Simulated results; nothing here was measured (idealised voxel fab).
The name of this process module is voxel released beams.
Displayed cross-section: cut, width of 300 nm, square cells sized 5 nm.
We lay out every cross-section as a grid of square cells and spell it out in bands from the top down, where one band means one or more rows of cells. Band entry format. Leading values: height of top, height of bottom, nm. Remainder: materials in left-to-right order, each with its width in nm. Special words: "all across" on a single material, which then fills the band edge to edge; "air", empty space. Where do heights start? At 0: under that level the wafer as delivered is made of one material only. And the lowest band has no floor; it just carries on downward, as in "0 -> down". When a width is written as two numbers, as in "30->40", the first number is the width in the top row of cells of the band and the second is the width in its bottom row, and the width changes by the same amount from each row to the next. "nothing changed", as given for a step, is the statement that not any cell of the cross-section underwent a change during that step. Voids not open to the top, 8 cells minimum: see "Enclosed void list". Written width x height at distance; distance is from the left edge; nm. Past the settings on a step's line: simulator remark, on that step. Regarding "overlay nm": on a step with a mask, it is the distance the mask lay to the right of its planned place; a negative value places it to the left.
### List of planned process steps
1,RECEIVE (material Si)
2,CONFORMAL_DEP (material Al2O3; thk nm 10)
3,DIRECTIONAL_DEP (material SiO2; thk nm 10)
4,DIRECTIONAL_DEP (material aC; thk nm 10)
5,PATTERN (tone open; mask id ANCHOR; material resist; width nm 40; thk nm 25; overlay nm 0)
6,DIRECTIONAL_ETCH (etch materials aC; depth nm 10)
7,STRIP (etch materials resist)
8,DIRECTIONAL_ETCH (etch materials SiO2; depth nm 10)
9,STRIP (etch materials aC)
10,CONFORMAL_DEP (material SiN; thk nm 15)
11,DIRECTIONAL_DEP (material aC; thk nm 15)
12,PATTERN (tone cover; mask id BEAM; material resist; width nm 100; thk nm 30; overlay nm 0)
13,DIRECTIONAL_ETCH (etch materials aC; depth nm 15)
14,STRIP (etch materials resist)
15,DIRECTIONAL_ETCH (etch materials SiN; depth nm 15)
16,STRIP (etch materials aC)
17,STRIP (etch materials SiO2)
### as received, after step 1
- 0 -> down: Si all across
- Enclosed void list: none
### Cross-section, first of two wafers, end of module, run as planned
- 35 -> 25: air: 95, SiN: 20, air: 10, SiN: 70, air: 105
- 25 -> 20: air: 95, SiN: 100, air: 105
- 20 -> 10: air: 100, SiN: 40, air: 160
- 10 -> 0: Al2O3 all across
- 0 -> down: Si all across
- Enclosed void list: none
### Wafer two, end of module, cross-section. Same start, same plan as wafer one. One mistake in the run
- 15 -> 0: air: 95, SiN: 100, air: 105
- 0 -> down: Si all across
- Enclosed void list: none
Run error: so step 9 ended up running with a different setting than we planned, it ran as STRIP (etch materials Al2O3)
The second wafer ends with more or fewer cells of some materials than the first, per final count: Al2O3: 120 fewer, SiN: 12 fewer
